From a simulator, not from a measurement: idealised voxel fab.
The following is a process module called voxel wiring stack.
Section cut is 165 nm wide and gridded with 5 nm square cells.
Bands, listed from the top down, are how a cross-section gets written in this document; the cross-section itself is a grid of square cells, and a band is one or more rows of them.
In this notation a band is specified by the heights of its top and bottom, in that order and in nm, after which its materials appear from left to right, each paired with its width in nm. The word "everywhere" attached to a single material means that material fills the band from edge to edge; the word "air" stands for empty space.
Zero point of the height axis is 0; under it, received wafer = one material. Lowest band: continues down indefinitely, "0 and below".
Read "30..40" as a graded width: first number on top, second number at the bottom, same change between each pair of neighbouring rows.
"nothing was modified" after a step means that no cell of the cross-section changed.
"Closed void list": empty spaces of 8 cells or more with no open way to the top, each given as width x height at distance, distance from the left edge, all in nm.
Where a step's line continues beyond its settings, the continuation is a remark by the simulator itself on that step.
Each step line may optionally specify "overlay nm", which for a step with a mask gives the rightward distance between the mask's planned place and where it lay, a negative value indicating the leftward direction.

Listed below are the process steps as planned
1) RECEIVE,material Si
2) CONFORMAL_DEP,material SiO2,thk nm 10
3) CONFORMAL_DEP,material SiCN,thk nm 5
4) DIRECTIONAL_DEP,material SiO2,thk nm 25
5) DIRECTIONAL_DEP,material aC,thk nm 10
6) PATTERN,tone open,mask id METAL_1,material resist,width nm 30,pitch nm 45,thk nm 25,overlay nm 0
7) DIRECTIONAL_ETCH,etch materials aC,depth nm 10
8) STRIP,etch materials resist
9) DIRECTIONAL_ETCH,etch materials SiO2,depth nm 25
10) DIRECTIONAL_ETCH,etch materials SiCN,depth nm 5
11) STRIP,etch materials aC
12) CONFORMAL_DEP,material TiN,thk nm 5
13) FILL_DEP,material W,thk nm 5
14) CMP,height nm 40
15) CONFORMAL_DEP,material SiCN,thk nm 5
16) DIRECTIONAL_DEP,material lowk,thk nm 15
17) DIRECTIONAL_DEP,material aC,thk nm 15
18) PATTERN,tone open,mask id PLUG_1,material resist,width nm 15,pitch nm 90,thk nm 35,overlay nm 0
19) DIRECTIONAL_ETCH,etch materials aC,depth nm 15
20) STRIP,etch materials resist
21) DIRECTIONAL_ETCH,etch materials lowk,depth nm 15
22) DIRECTIONAL_ETCH,etch materials SiCN,depth nm 5
23) STRIP,etch materials aC
24) EPI,material Ru,thk nm 10
25) EPI,material Ru,thk nm 10
26) DIRECTIONAL_DEP,material TiN,thk nm 5
27) DIRECTIONAL_DEP,material W,thk nm 25
28) MASKED_ETCH,tone cover,mask id METAL_2,width nm 30,pitch nm 45,etch materials W,depth nm 25,overlay nm 0
29) MASKED_ETCH,tone cover,mask id METAL_2,width nm 30,pitch nm 45,etch materials TiN,depth nm 5,overlay nm 0
30) CONFORMAL_DEP,material SiCN,thk nm 5
31) FILL_DEP,material SiO2,thk nm 5
32) CMP,height nm 90
33) CONFORMAL_DEP,material SiCN,thk nm 5
34) DIRECTIONAL_DEP,material lowk,thk nm 25
35) DIRECTIONAL_DEP,material aC,thk nm 15
36) PATTERN,tone open,mask id METAL_3_HOLES,material resist,width nm 15,pitch nm 45,thk nm 35,overlay nm 0
37) DIRECTIONAL_ETCH,etch materials aC,depth nm 15
38) STRIP,etch materials resist
39) DIRECTIONAL_ETCH,etch materials lowk,depth nm 25
40) STRIP,etch materials aC
41) PATTERN,tone open,mask id METAL_3,material resist,width nm 30,pitch nm 45,thk nm 15,overlay nm 0
42) DIRECTIONAL_ETCH,etch materials lowk,depth nm 15
43) DIRECTIONAL_ETCH,etch materials SiCN,depth nm 5
44) STRIP,etch materials resist
45) CONFORMAL_DEP,material TiN,thk nm 5
46) FILL_DEP,material Cu,thk nm 5
47) CMP,height nm 120
48) CONFORMAL_DEP,material SiCN,thk nm 5

As received (post step 1): cross-section
	0 and below | Si everywhere
	Closed void list: none

First wafer of two, sectioned at end of module; run went per plan
	125 down to 120 | SiCN everywhere
	120 down to 110 | 20 nm lowk, then 5 nm TiN, then 20 nm Cu, then 5 nm TiN, then 15 nm lowk, then 5 nm TiN, then 20 nm Cu, then 5 nm TiN, then 15 nm lowk, then 5 nm TiN, then 20 nm Cu, then 5 nm TiN, then 25 nm lowk
	110 down to 105 | 20 nm lowk, then 5 nm TiN, then 5 nm Cu, then 20 nm TiN, then 15 nm lowk, then 5 nm TiN, then 5 nm Cu, then 20 nm TiN, then 15 nm lowk, then 5 nm TiN, then 5 nm Cu, then 20 nm TiN, then 25 nm lowk
	105 down to 95 | 20 nm lowk, then 5 nm TiN, then 5 nm Cu, then 5 nm TiN, then 30 nm lowk, then 5 nm TiN, then 5 nm Cu, then 5 nm TiN, then 30 nm lowk, then 5 nm TiN, then 5 nm Cu, then 5 nm TiN, then 40 nm lowk
	95 down to 90 | 20 nm SiCN, then 15 nm TiN, then 30 nm SiCN, then 15 nm TiN, then 30 nm SiCN, then 15 nm TiN, then 40 nm SiCN
	90 down to 65 | 15 nm SiO2, then 5 nm SiCN, then 30 nm W, then 5 nm SiCN, then 5 nm SiO2, then 5 nm SiCN, then 30 nm W, then 5 nm SiCN, then 5 nm SiO2, then 5 nm SiCN, then 30 nm W, then 5 nm SiCN, then 20 nm SiO2
	65 down to 60 | 20 nm SiCN, then 30 nm TiN, then 15 nm SiCN, then 30 nm TiN, then 15 nm SiCN, then 30 nm TiN, then 25 nm SiCN
	60 down to 45 | 20 nm lowk, then 15 nm Ru, then 75 nm lowk, then 15 nm Ru, then 40 nm lowk
	45 down to 40 | 20 nm SiCN, then 15 nm Ru, then 75 nm SiCN, then 15 nm Ru, then 40 nm SiCN
	40 down to 15 | 20 nm SiO2, then 5 nm TiN, then 20 nm W, then 5 nm TiN, then 15 nm SiO2, then 5 nm TiN, then 20 nm W, then 5 nm TiN, then 15 nm SiO2, then 5 nm TiN, then 20 nm W, then 5 nm TiN, then 25 nm SiO2
	15 down to 10 | 20 nm SiCN, then 30 nm TiN, then 15 nm SiCN, then 30 nm TiN, then 15 nm SiCN, then 30 nm TiN, then 25 nm SiCN
	10 down to 0 | SiO2 everywhere
	0 and below | Si everywhere
	Closed void list: none

Cross-sectional view: second of two wafers, end of module; start and plan identical to the first, one mistake in running
	125 down to 120 | SiCN everywhere
	120 down to 110 | 20 nm lowk, then 5 nm TiN, then 20 nm Cu, then 5 nm TiN, then 15 nm lowk, then 5 nm TiN, then 20 nm Cu, then 5 nm TiN, then 15 nm lowk, then 5 nm TiN, then 20 nm Cu, then 5 nm TiN, then 25 nm lowk
	110 down to 105 | 20 nm lowk, then 5 nm TiN, then 5 nm Cu, then 20 nm TiN, then 15 nm lowk, then 5 nm TiN, then 5 nm Cu, then 20 nm TiN, then 15 nm lowk, then 5 nm TiN, then 5 nm Cu, then 20 nm TiN, then 25 nm lowk
	105 down to 95 | 20 nm lowk, then 5 nm TiN, then 5 nm Cu, then 5 nm TiN, then 30 nm lowk, then 5 nm TiN, then 5 nm Cu, then 5 nm TiN, then 30 nm lowk, then 5 nm TiN, then 5 nm Cu, then 5 nm TiN, then 40 nm lowk
	95 down to 90 | 20 nm SiCN, then 15 nm TiN, then 30 nm SiCN, then 15 nm TiN, then 30 nm SiCN, then 15 nm TiN, then 40 nm SiCN
	90 down to 70 | 20 nm W, then 5 nm SiCN, then 20 nm SiO2, then 5 nm SiCN, then 15 nm W, then 5 nm SiCN, then 20 nm SiO2, then 5 nm SiCN, then 15 nm W, then 5 nm SiCN, then 20 nm SiO2, then 5 nm SiCN, then 25 nm W
	70 down to 65 | 20 nm W, then 30 nm SiCN, then 15 nm W, then 30 nm SiCN, then 15 nm W, then 30 nm SiCN, then 25 nm W
	65 down to 60 | TiN everywhere
	60 down to 45 | 20 nm lowk, then 15 nm Ru, then 75 nm lowk, then 15 nm Ru, then 40 nm lowk
	45 down to 40 | 20 nm SiCN, then 15 nm Ru, then 75 nm SiCN, then 15 nm Ru, then 40 nm SiCN
	40 down to 15 | 20 nm SiO2, then 5 nm TiN, then 20 nm W, then 5 nm TiN, then 15 nm SiO2, then 5 nm TiN, then 20 nm W, then 5 nm TiN, then 15 nm SiO2, then 5 nm TiN, then 20 nm W, then 5 nm TiN, then 25 nm SiO2
	15 down to 10 | 20 nm SiCN, then 30 nm TiN, then 15 nm SiCN, then 30 nm TiN, then 15 nm SiCN, then 30 nm TiN, then 25 nm SiCN
	10 down to 0 | SiO2 everywhere
	0 and below | Si everywhere
	Closed void list: none
Finding, execution versus plan: note that step 28 departed from the planned setting and was carried out as MASKED_ETCH,tone open,mask id METAL_2,width nm 30,pitch nm 45,etch materials W,depth nm 25,overlay nm 0
The closing comparison, in cells, has the second wafer with more or fewer of some materials than the first: SiCN: 3 fewer | SiO2: 3 more | TiN: 15 more | W: 15 fewer
